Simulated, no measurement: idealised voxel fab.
This section sets out a process module, namely voxel lift off.
Xsec cut, 285 nm wide, square cell size 5 nm.
Cross-section spec: square-cell grid; bands listed top down; each band is one or more rows.
Heights first: top, then bottom, in nm. Then materials, left to right, each with a width in nm. "edge to edge" on a single material: fills the band edge to edge. "air": empty space.
Measure heights from 0. That's the level where, below it, the as-received wafer is all one material. The lowest band is bottomless and extends downward; write it as in "0 nm and below".
Think of "30..40" as a width that walks from the first number to the second as you go down the band, top row to bottom row, taking equal-sized steps from row to row.
Given "changes: none" for a step, no cell of the cross-section differs between before and after that step.
So "Catalogued sealed voids" is basically the list of trapped voids: any empty space of 8 cells or more that can't reach the top through an opening. They're written width x height at distance, the distance being from the left edge, and it's all nm.
Formally, on a step line, whatever follows the settings is a remark that the simulator itself makes on the step.
overlay nm: where the mask lay relative to plan, measured to the right, on steps with a mask; negatives go left.

# List of planned process steps
1. RECEIVE,material Si
2. CONFORMAL_DEP,material Al2O3,thk nm 5
3. PATTERN,tone open,mask id LINES,material resist,width nm 20,pitch nm 50,thk nm 20,overlay nm 0
4. DIRECTIONAL_DEP,material Ru,thk nm 10
5. STRIP,etch materials resist
6. CONFORMAL_DEP,material SiN,thk nm 5

# Run as planned: first of two wafers

# Cross-section, incoming material, after step 1
    0 nm and below = Si edge to edge
    Catalogued sealed voids: none

# Cross-section of the wafer after step 2
    5 nm to 0 nm = Al2O3 edge to edge
    All layers under 0 are left as they were.

# Cross-section of the wafer after step 3
    25 nm to 5 nm = resist 55 nm  air 20 nm  resist 30 nm  air 20 nm  resist 30 nm  air 20 nm  resist 30 nm  air 20 nm  resist 60 nm
    All layers under 5 are left as they were.

# Cross-section of the wafer after step 4
    35 nm to 25 nm = Ru 55 nm  air 20 nm  Ru 30 nm  air 20 nm  Ru 30 nm  air 20 nm  Ru 30 nm  air 20 nm  Ru 60 nm
    25 nm to 15 nm = resist 55 nm  air 20 nm  resist 30 nm  air 20 nm  resist 30 nm  air 20 nm  resist 30 nm  air 20 nm  resist 60 nm
    15 nm to 5 nm = resist 55 nm  Ru 20 nm  resist 30 nm  Ru 20 nm  resist 30 nm  Ru 20 nm  resist 30 nm  Ru 20 nm  resist 60 nm
    All layers under 5 are left as they were.

# Cross-section of the wafer after step 5
    15 nm to 5 nm = air 55 nm  Ru 20 nm  air 30 nm  Ru 20 nm  air 30 nm  Ru 20 nm  air 30 nm  Ru 20 nm  air 60 nm
    All layers under 5 are left as they were.

# Cross-section of the wafer after step 6
    20 nm to 15 nm = air 50 nm  SiN 30 nm  air 20 nm  SiN 30 nm  air 20 nm  SiN 30 nm  air 20 nm  SiN 30 nm  air 55 nm
    15 nm to 10 nm = air 50 nm  SiN 5 nm  Ru 20 nm  SiN 5 nm  air 20 nm  SiN 5 nm  Ru 20 nm  SiN 5 nm  air 20 nm  SiN 5 nm  Ru 20 nm  SiN 5 nm  air 20 nm  SiN 5 nm  Ru 20 nm  SiN 5 nm  air 55 nm
    10 nm to 5 nm = SiN 55 nm  Ru 20 nm  SiN 30 nm  Ru 20 nm  SiN 30 nm  Ru 20 nm  SiN 30 nm  Ru 20 nm  SiN 60 nm
    All layers under 5 are left as they were.

# Second of two: same start, same plan, one run error; steps up to and including 3 match the first

Second wafer, cut view, end of step 4 per plan: changes: none

# Second wafer, cut view, end of step 5 per plan
    5 nm to 0 nm = Al2O3 edge to edge
    All layers under 0 are left as they were.

# Second wafer, cut view, end of step 6 per plan
    10 nm to 5 nm = SiN edge to edge
    All layers under 5 are left as they were.
What was the processing mistake? step 4 of the plan was jumped over and never run
Cell-count delta at end, second wafer over first, by material: 32 fewer of Ru; 16 fewer of SiN
